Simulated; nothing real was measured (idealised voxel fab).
A process module follows: voxel lift off.
Cross-section cut: width 210 nm, square cells of 5 nm.
Notation: cross-section as square-cell grid; stated in bands, top first, going down; one or more cell rows per band.
Top height, bottom height, nm. Materials left to right, width each, nm. Single material + "throughout" = fills band edge to edge. "air" = empty.
Below 0: as-received wafer, all one material; heights counted from there. Lowest band: no bottom, goes on down, written "0 down".
The width entry "30->40" should be interpreted row by row: the top row of cells in the band takes the first number, the bottom row takes the second number, and the change between adjacent rows is uniform throughout.
No cell of the cross-section changed in a step that is given as "nothing altered".
Heads up: "Fully sealed cavities" only lists the empty pockets with no open path to the top that are 8 cells or more, and it writes them as width x height at distance, distance from the left edge, in nm.
Formally, on a step line, whatever follows the settings is a remark that the simulator itself makes on the step.
Steps that use a mask can have "overlay nm" on their line. It says how far the mask sat to the right of where it was meant to be. Negative means to the left.
These are the steps we planned for the process:
1: RECEIVE (material Si)
2: CONFORMAL_DEP (material SiO2; thk nm 10)
3: PATTERN (tone open; mask id LINES; material resist; width nm 20; pitch nm 35; thk nm 20; overlay nm 0)
4: DIRECTIONAL_DEP (material Ru; thk nm 10)
5: STRIP (etch materials resist)
6: CONFORMAL_DEP (material SiN; thk nm 5)
Wafer at receipt (post step 1), cross-section:
0 down  Si throughout
Fully sealed cavities: none
Same starting wafer, same plan as above, one mistake in the execution; this is the cross-section at the end of the module:
25 to 20  SiN 80 | air 10 | SiN 25 | air 10 | SiN 85
20 to 15  Ru 75 | SiN 5 | air 10 | SiN 5 | Ru 15 | SiN 5 | air 10 | SiN 5 | Ru 80
15 to 10  Ru 75 | SiN 20 | Ru 15 | SiN 20 | Ru 80
10 to 0  SiO2 throughout
0 down  Si throughout
Fully sealed cavities: none
what went wrong: in deviation from the planned setting, step 3 was conducted as PATTERN (tone cover; mask id LINES; material resist; width nm 20; pitch nm 35; thk nm 20; overlay nm 0)
